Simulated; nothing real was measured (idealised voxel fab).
Title: Process Module voxel ribs on slabs
Xsec cut, 170 nm wide, square cell size 5 nm.
Cross-section layout: square cells on a grid; listed as bands, top to bottom; a band spans one or more cell rows. Within each band entry, the heights of the top and of the bottom of the band appear first, in that order and in nm; the materials of the band then follow from left to right, each with its corresponding width in nm. The designation "edge to edge" on a single material indicates that it fills the band from edge to edge; the designation "air" indicates empty space. Convention: height 0 is the level below which the wafer, as received, is all one material. The lowest band does not terminate at the bottom but continues downward, represented as "0..down". It should be noted that a width expressed as "30 to 40" varies in equal increments from row to row of cells within the band, taking the value of the first number at the top row and that of the second number at the bottom row. Given "same as before" for a step, no cell of the cross-section differs between before and after that step. Listed in "Closed void listing": every empty space of 8 or more cells without an open way to the top. Form: width x height at distance, the distance being from the left edge, all in nm. Post-settings text on a step line: simulator's own remark regarding the step. You can add "overlay nm" to a step's line. For a step with a mask, it describes how far the mask lay to the right of its planned position, and a negative number describes a lay to the left.

# plan
1 RECEIVE (material Si)
2 DIRECTIONAL_DEP (material SiO2; thk nm 30)
3 DIRECTIONAL_DEP (material polySi; thk nm 25)
4 DIRECTIONAL_DEP (material aC; thk nm 10)
5 PATTERN (tone cover; mask id RIB; material resist; width nm 25; thk nm 30; overlay nm 0)
6 DIRECTIONAL_ETCH (etch materials aC; depth nm 10)
7 STRIP (etch materials resist)
8 DIRECTIONAL_ETCH (etch materials polySi; depth nm 10)
9 STRIP (etch materials aC)
10 MASKED_ETCH (tone cover; mask id SLAB; width nm 55; etch materials polySi; depth nm 15; overlay nm 0)
11 FILL_DEP (material SiO2; thk nm 25)
12 CMP (height nm 75)
13 DIRECTIONAL_DEP (material W; thk nm 10)
14 DIRECTIONAL_DEP (material aC; thk nm 15)
15 PATTERN (tone cover; mask id HEATER; material resist; width nm 35; thk nm 30; overlay nm 0)
16 DIRECTIONAL_ETCH (etch materials aC; depth nm 5)
17 STRIP (etch materials resist)
18 DIRECTIONAL_ETCH (etch materials W; depth nm 10)
19 STRIP (etch materials aC)
20 CONFORMAL_DEP (material SiO2; thk nm 5)
Quick note for whoever runs this: the wafers start identical, but the depth nm at step 16 isn't the same across them. The plan just shows what the first wafer had.

# Sectional view: first of several wafers, as received, after step 1
  0..down = Si edge to edge
  Closed void listing: none

# End of module, by wafer: material-by-material cell gain (+) or loss (-) since receipt, then closed voids
depth nm 5; +501 SiO2; +68 W; +43 polySi; Closed void listing: none
depth nm 10; +501 SiO2; +68 W; +43 polySi; Closed void listing: none
depth nm 15; +505 SiO2; +14 W; +43 polySi; Closed void listing: none
depth nm 20; +505 SiO2; +14 W; +43 polySi; Closed void listing: none
depth nm 25; +505 SiO2; +14 W; +43 polySi; Closed void listing: none
depth nm 30; +505 SiO2; +14 W; +43 polySi; Closed void listing: none
